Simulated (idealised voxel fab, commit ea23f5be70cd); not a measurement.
process module | voxel local oxidation
cross-section cut | 205 nm wide | cells 5 nm
A cross-section is a grid of square cells, given in bands from the top down. A band is one or more rows of cells.
Each band's line starts with the height of the band's top and of its bottom, in nm. Then come its materials from left to right, each with its width in nm. One material with "throughout" fills the band from edge to edge. "air" is empty space.
Height 0 is the level under which the wafer as received is all one material. The lowest band goes on downwards, as in "0 down".
A width such as "30 to 40" changes by the same amount from each row of cells to the next, from the band's top row to its bottom row.
"no change" after a step means that no cell of the cross-section changed.
closed voids: empty space of 8 cells or more with no open way to the top, each as width x height at its distance from the left edge, in nm
after a step's settings: what the simulator itself notes on the step
overlay nm, on a step with a mask: how far to the right of its planned place the mask lay; to the left if negative
plan
1 op RECEIVE | material Si
2 op CONFORMAL_DEP | material SiO2 | thk nm 5
3 op CONFORMAL_DEP | material SiN | thk nm 15
4 op DIRECTIONAL_DEP | material aC | thk nm 10
5 op PATTERN | tone cover | mask id ACTIVE | material resist | width nm 90 | thk nm 30 | overlay nm 0
6 op DIRECTIONAL_ETCH | etch materials aC | depth nm 10
7 op STRIP | etch materials resist
8 op DIRECTIONAL_ETCH | etch materials SiN | depth nm 15
9 op STRIP | etch materials aC
10 op SELECTIVE_ETCH | etch materials SiO2 | depth nm 5
11 op OXIDIZE | depth nm 15
12 op STRIP | etch materials SiN
as received, after step 1
  0 down: Si throughout
  closed voids: none
first wafer at the end, as planned
  5 to 0: air 60 | SiO2 80 | air 65
  0 to -15: SiO2 75 | Si 50 | SiO2 80
  -15 down: Si throughout
  closed voids: none
second wafer at the end: like start, like plan, one mistake
  0 to -15: SiO2 70 | Si 60 | SiO2 75
  -15 down: Si throughout
  closed voids: none
what went wrong: step 2 was left out
at the end the second wafer has, in cells: 6 more of Si | 22 fewer of SiO2
